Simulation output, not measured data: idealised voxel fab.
The document below concerns the process module designated voxel ribs on slabs.
Pictured: cross-section cut, 170 nm wide, on a grid of 5 nm square cells.
In this document a cross-section is written as a grid of square cells. It is given as a series of bands, listed from the top down, and a band is one or more rows of cells. For a band, the entry starts with two heights in nm, that of the top and then that of the bottom, and carries on with the band's materials in order from left to right, each alongside its width in nm; the word "edge to edge" beside a single material means it fills the band edge to edge, and "blank" means empty space. Note: height 0 marks the level under which the wafer is uniformly one material as received. Lowest band unbounded below, written "from 0 down". Graded width ("30..40"): value in top row of band = first number; value in bottom row = second number; row-to-row change constant. "no change occurred" after a step means that no cell of the cross-section changed. The label "Non-vented voids" introduces a list of the empty spaces, 8 cells or larger, that have no open way up to the top; each entry in it reads width x height at distance, where the distance is taken from the left edge and all three are stated in nm. That trailing text on a step's line, after the settings, is the simulator's own remark on the step. The optional step-line setting "overlay nm" applies to steps with a mask and quantifies how far to the right of its planned location the mask lay, a negative value indicating leftward placement.
Here's what the planned process steps look like:
1) RECEIVE [material Si]
2) DIRECTIONAL_DEP [material SiO2] [thk nm 30]
3) DIRECTIONAL_DEP [material polySi] [thk nm 25]
4) DIRECTIONAL_DEP [material aC] [thk nm 10]
5) PATTERN [tone cover] [mask id RIB] [material resist] [width nm 25] [thk nm 30] [overlay nm 0]
6) DIRECTIONAL_ETCH [etch materials aC] [depth nm 10]
7) STRIP [etch materials resist]
8) DIRECTIONAL_ETCH [etch materials polySi] [depth nm 10]
9) STRIP [etch materials aC]
10) MASKED_ETCH [tone cover] [mask id SLAB] [width nm 55] [etch materials polySi] [depth nm 15] [overlay nm 0]
11) FILL_DEP [material SiO2] [thk nm 25]
12) CMP [height nm 75]
13) DIRECTIONAL_DEP [material W] [thk nm 10]
14) DIRECTIONAL_DEP [material aC] [thk nm 15]
15) PATTERN [tone cover] [mask id HEATER] [material resist] [width nm 35] [thk nm 30] [overlay nm 0]
16) DIRECTIONAL_ETCH [etch materials aC] [depth nm 15]
17) STRIP [etch materials resist]
18) DIRECTIONAL_ETCH [etch materials W] [depth nm 10]
19) STRIP [etch materials aC]
20) CONFORMAL_DEP [material SiO2] [thk nm 5]
So this is the incoming wafer in cross-section - it's already been through step 1:
- from 0 down: Si edge to edge
- Non-vented voids: none
The module was run from the start shown above using the plan shown above, but one mistake was made doing it; the resulting wafer cross-section is below:
- from 90 to 85: SiO2 edge to edge
- from 85 to 75: polySi edge to edge
- from 75 to 55: SiO2 edge to edge
- from 55 to 45: 70 of SiO2; 25 of polySi; 75 of SiO2
- from 45 to 30: 55 of SiO2; 55 of polySi; 60 of SiO2
- from 30 to 0: SiO2 edge to edge
- from 0 down: Si edge to edge
- Non-vented voids: none
Where did the run depart from the plan? note that step 13 departed from the planned setting and was carried out as DIRECTIONAL_DEP [material polySi] [thk nm 10]
